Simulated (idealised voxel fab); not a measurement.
This section sets out a process module, namely voxel local oxidation.
cross-section cut | 175 nm wide | cells 5 nm
Cross-section, as written here: a square-cell grid given band by band from the top down, where a band holds one or more rows of cells.
Look at the band entry: it leads with the top's height and the bottom's height in nm. Then it lists the materials left to right, with a width in nm for each. The word "throughout" on a single material says that material fills the band edge to edge. The word "blank" is empty space.
Ref level 0: as-received wafer is one material below here. Bottom band extends down with no lower bound ("top 0, no bottom").
Width spec "30->40" -> top row of cells at first value, bottom row at second value, equal per-row change in between.
You'll sometimes find "nothing altered" written for a step, and that's the way of saying that nowhere in the cross-section did a cell change during that step.
"Voids, fully enclosed" enumerates empty spaces isolated from the top, with no open way to it, that contain at least 8 cells, giving each as width x height at distance from the left edge, all three in nm.
Post-settings text on a step line: simulator's own remark regarding the step.
overlay nm: for a step with a mask, the amount by which the mask lay right of where it was planned; a negative amount means left of it.
Every pair from here on: before one process step, after it. The after cross-section reaches only to the lowest band that changed. Below the pair: the step in between and its settings. Pairs can belong to different runs of this module on the same starting wafer; a pair carries on from the pair above only if the entry headed "Ahead of processing" says so.

**Ahead of processing**
	top 0, no bottom  Si throughout
	Voids, fully enclosed: none

**Structure After Step**
	top 0, bottom -5  SiO2 throughout
	Heights below -5 show no change.
	Voids, fully enclosed: none
Step sandwiched between the two cross-sections above: OXIDIZE with depth nm 5

Ahead of processing: after-step cross-section of the pair just above applies.

**Structure After Step**
	top 15, bottom 0  SiN throughout
	Heights below 0 show no change.
	Voids, fully enclosed: none
Step sandwiched between the two cross-sections above: CONFORMAL_DEP with material SiN, thk nm 15

Ahead of processing: after-step cross-section of the pair just above applies.

**Structure After Step**
	top 30, bottom 15  blank (35), resist (100), blank (40)
	Heights below 15 show no change.
	Voids, fully enclosed: none
Step sandwiched between the two cross-sections above: PATTERN with tone cover, mask id ACTIVE, material resist, width nm 100, thk nm 15, overlay nm 0

Ahead of processing: after-step cross-section of the pair just above applies.

**Structure After Step**
	top 30, bottom 15  blank (35), resist (100), blank (40)
	top 15, bottom 0  blank (35), SiN (100), blank (40)
	Heights below 0 show no change.
	Voids, fully enclosed: none
Step sandwiched between the two cross-sections above: DIRECTIONAL_ETCH with etch materials SiN, depth nm 15

Ahead of processing: after-step cross-section of the pair just above applies.

**Structure After Step**
	top 15, bottom 0  blank (35), SiN (100), blank (40)
	Heights below 0 show no change.
	Voids, fully enclosed: none
Step sandwiched between the two cross-sections above: STRIP with etch materials resist

Ahead of processing: after-step cross-section of the pair just above applies.

**Structure After Step**
	top 15, bottom 0  blank (35), SiN (100), blank (40)
	top 0, bottom -5  blank (40), SiO2 (90), blank (45)
	Heights below -5 show no change.
	Voids, fully enclosed: none
Step sandwiched between the two cross-sections above: SELECTIVE_ETCH with etch materials SiO2, depth nm 5

Ahead of processing: after-step cross-section of the pair just above applies.

**Structure After Step**
	top 15, bottom 0  blank (35), SiN (100), blank (40)
	top 0, bottom -5  blank (40), SiO2 (90), blank (45)
	top -5, bottom -15  SiO2 (50), Si (70), SiO2 (55)
	Heights below -15 show no change.
	Voids, fully enclosed: none
Step sandwiched between the two cross-sections above: OXIDIZE with depth nm 10

Ahead of processing: after-step cross-section of the pair just above applies.

**Structure After Step**
	top 0, bottom -5  blank (40), SiO2 (90), blank (45)
	Heights below -5 show no change.
	Voids, fully enclosed: none
Step sandwiched between the two cross-sections above: STRIP with etch materials SiN

**Ahead of processing**
	top 15, bottom 0  blank (35), SiN (100), blank (40)
	top 0, bottom -5  blank (40), SiO2 (90), blank (45)
	top -5, no bottom  Si throughout
	Voids, fully enclosed: none

**Structure After Step**
	top 0, bottom -5  blank (40), SiO2 (90), blank (45)
	Heights below -5 show no change.
	Voids, fully enclosed: none
Step sandwiched between the two cross-sections above: STRIP with etch materials SiN

Ahead of processing: after-step cross-section of the pair just above applies.

**Structure After Step**
	top 0, bottom -5  blank (40), SiO2 (90), blank (45)
	top -5, bottom -15  SiO2 (50), Si (70), SiO2 (55)
	Heights below -15 show no change.
	Voids, fully enclosed: none
Step sandwiched between the two cross-sections above: OXIDIZE with depth nm 10

**Ahead of processing**
	top 15, bottom 0  blank (35), SiN (100), blank (40)
	top 0, bottom -5  blank (40), SiO2 (90), blank (45)
	top -5, no bottom  Si throughout
	Voids, fully enclosed: none

**Structure After Step**
	top 15, bottom 0  blank (35), SiN (100), blank (40)
	top 0, bottom -5  blank (40), SiO2 (90), blank (45)
	top -5, bottom -25  SiO2 (60), Si (50), SiO2 (65)
	Heights below -25 show no change.
	Voids, fully enclosed: none
Step sandwiched between the two cross-sections above: OXIDIZE with depth nm 20

Ahead of processing: after-step cross-section of the pair just above applies.

**Structure After Step**
	top 0, bottom -5  blank (40), SiO2 (90), blank (45)
	Heights below -5 show no change.
	Voids, fully enclosed: none
Step sandwiched between the two cross-sections above: STRIP with etch materials SiN

**Ahead of processing**
	top 15, bottom 0  SiN throughout
	top 0, bottom -5  SiO2 throughout
	top -5, no bottom  Si throughout
	Voids, fully enclosed: none

**Structure After Step**
	top 30, bottom 15  blank (35), resist (105), blank (35)
	Heights below 15 show no change.
	Voids, fully enclosed: none
Step sandwiched between the two cross-sections above: PATTERN with tone cover, mask id ACTIVE, material resist, width nm 105, thk nm 15, overlay nm 0

Ahead of processing: after-step cross-section of the pair just above applies.

**Structure After Step**
	top 30, bottom 15  blank (35), resist (105), blank (35)
	top 15, bottom 0  blank (35), SiN (105), blank (35)
	Heights below 0 show no change.
	Voids, fully enclosed: none
Step sandwiched between the two cross-sections above: DIRECTIONAL_ETCH with etch materials SiN, depth nm 15

Ahead of processing: after-step cross-section of the pair just above applies.

**Structure After Step**
	top 15, bottom 0  blank (35), SiN (105), blank (35)
	Heights below 0 show no change.
	Voids, fully enclosed: none
Step sandwiched between the two cross-sections above: STRIP with etch materials resist

Ahead of processing: after-step cross-section of the pair just above applies.

**Structure After Step**
	top 15, bottom 0  blank (35), SiN (105), blank (35)
	top 0, bottom -5  blank (40), SiO2 (95), blank (40)
	Heights below -5 show no change.
	Voids, fully enclosed: none
Step sandwiched between the two cross-sections above: SELECTIVE_ETCH with etch materials SiO2, depth nm 5

Ahead of processing: after-step cross-section of the pair just above applies.

**Structure After Step**
	top 15, bottom 0  blank (35), SiN (105), blank (35)
	top 0, bottom -5  blank (40), SiO2 (95), blank (40)
	top -5, bottom -15  SiO2 (50), Si (75), SiO2 (50)
	Heights below -15 show no change.
	Voids, fully enclosed: none
Step sandwiched between the two cross-sections above: OXIDIZE with depth nm 10

Ahead of processing: after-step cross-section of the pair just above applies.

**Structure After Step**
	top 0, bottom -5  blank (40), SiO2 (95), blank (40)
	Heights below -5 show no change.
	Voids, fully enclosed: none
Step sandwiched between the two cross-sections above: STRIP with etch materials SiN

**Ahead of processing**
	top 15, bottom 0  SiN throughout
	top 0, bottom -5  SiO2 throughout
	top -5, no bottom  Si throughout
	Voids, fully enclosed: none

**Structure After Step**
	top 30, bottom 15  blank (30), resist (100), blank (45)
	Heights below 15 show no change.
	Voids, fully enclosed: none
Step sandwiched between the two cross-sections above: PATTERN with tone cover, mask id ACTIVE, material resist, width nm 100, thk nm 15, overlay nm -5

Ahead of processing: after-step cross-section of the pair just above applies.

**Structure After Step**
	top 30, bottom 15  blank (30), resist (100), blank (45)
	top 15, bottom 0  blank (30), SiN (100), blank (45)
	Heights below 0 show no change.
	Voids, fully enclosed: none
Step sandwiched between the two cross-sections above: DIRECTIONAL_ETCH with etch materials SiN, depth nm 15

Ahead of processing: after-step cross-section of the pair just above applies.

**Structure After Step**
	top 15, bottom 0  blank (30), SiN (100), blank (45)
	Heights below 0 show no change.
	Voids, fully enclosed: none
Step sandwiched between the two cross-sections above: STRIP with etch materials resist

Ahead of processing: after-step cross-section of the pair just above applies.

**Structure After Step**
	top 15, bottom 0  blank (30), SiN (100), blank (45)
	top 0, bottom -5  blank (35), SiO2 (90), blank (50)
	Heights below -5 show no change.
	Voids, fully enclosed: none
Step sandwiched between the two cross-sections above: SELECTIVE_ETCH with etch materials SiO2, depth nm 5

Ahead of processing: after-step cross-section of the pair just above applies.

**Structure After Step**
	top 15, bottom 0  blank (30), SiN (100), blank (45)
	top 0, bottom -5  blank (35), SiO2 (90), blank (50)
	top -5, bottom -15  SiO2 (45), Si (70), SiO2 (60)
	Heights below -15 show no change.
	Voids, fully enclosed: none
Step sandwiched between the two cross-sections above: OXIDIZE with depth nm 10

Ahead of processing: after-step cross-section of the pair just above applies.

**Structure After Step**
	top 0, bottom -5  blank (35), SiO2 (90), blank (50)
	Heights below -5 show no change.
	Voids, fully enclosed: none
Step sandwiched between the two cross-sections above: STRIP with etch materials SiN

**Ahead of processing**
	top 0, bottom -5  SiO2 throughout
	top -5, no bottom  Si throughout
	Voids, fully enclosed: none

**Structure After Step**
	top 15, bottom -5  SiO2 throughout
	Heights below -5 show no change.
	Voids, fully enclosed: none
Step sandwiched between the two cross-sections above: CONFORMAL_DEP with material SiO2, thk nm 15

Ahead of processing: after-step cross-section of the pair just above applies.

**Structure After Step**
	top 30, bottom 15  blank (35), resist (100), blank (40)
	Heights below 15 show no change.
	Voids, fully enclosed: none
Step sandwiched between the two cross-sections above: PATTERN with tone cover, mask id ACTIVE, material resist, width nm 100, thk nm 15, overlay nm 0

Ahead of processing: after-step cross-section of the pair just above applies.

**Structure After Step**
	top 15, bottom -5  SiO2 throughout
	Heights below -5 show no change.
	Voids, fully enclosed: none
Step sandwiched between the two cross-sections above: STRIP with etch materials resist

Ahead of processing: after-step cross-section of the pair just above applies.

**Structure After Step**
	top 10, bottom -5  SiO2 throughout
	Heights below -5 show no change.
	Voids, fully enclosed: none
Step sandwiched between the two cross-sections above: SELECTIVE_ETCH with etch materials SiO2, depth nm 5

**Ahead of processing**
	top 15, bottom 0  SiN throughout
	top 0, bottom -5  SiO2 throughout
	top -5, no bottom  Si throughout
	Voids, fully enclosed: none

**Structure After Step**
	top 30, bottom 15  resist (35), blank (100), resist (40)
	Heights below 15 show no change.
	Voids, fully enclosed: none
Step sandwiched between the two cross-sections above: PATTERN with tone open, mask id ACTIVE, material resist, width nm 100, thk nm 15, overlay nm 0

Ahead of processing: after-step cross-section of the pair just above applies.

**Structure After Step**
	top 30, bottom 15  resist (35), blank (100), resist (40)
	top 15, bottom 0  SiN (35), blank (100), SiN (40)
	Heights below 0 show no change.
	Voids, fully enclosed: none
Step sandwiched between the two cross-sections above: DIRECTIONAL_ETCH with etch materials SiN, depth nm 15

Ahead of processing: after-step cross-section of the pair just above applies.

**Structure After Step**
	top 15, bottom 0  SiN (35), blank (100), SiN (40)
	Heights below 0 show no change.
	Voids, fully enclosed: none
Step sandwiched between the two cross-sections above: STRIP with etch materials resist

Ahead of processing: after-step cross-section of the pair just above applies.

**Structure After Step**
	top 15, bottom 0  SiN (35), blank (100), SiN (40)
	top 0, bottom -5  SiO2 (30), blank (110), SiO2 (35)
	Heights below -5 show no change.
	Voids, fully enclosed: none
Step sandwiched between the two cross-sections above: SELECTIVE_ETCH with etch materials SiO2, depth nm 5

Ahead of processing: after-step cross-section of the pair just above applies.

**Structure After Step**
	top 15, bottom 0  SiN (35), blank (100), SiN (40)
	top 0, bottom -5  SiO2 (30), blank (110), SiO2 (35)
	top -5, bottom -15  Si (20), SiO2 (130), Si (25)
	Heights below -15 show no change.
	Voids, fully enclosed: none
Step sandwiched between the two cross-sections above: OXIDIZE with depth nm 10

Ahead of processing: after-step cross-section of the pair just above applies.

**Structure After Step**
	top 0, bottom -5  SiO2 (30), blank (110), SiO2 (35)
	Heights below -5 show no change.
	Voids, fully enclosed: none
Step sandwiched between the two cross-sections above: STRIP with etch materials SiN
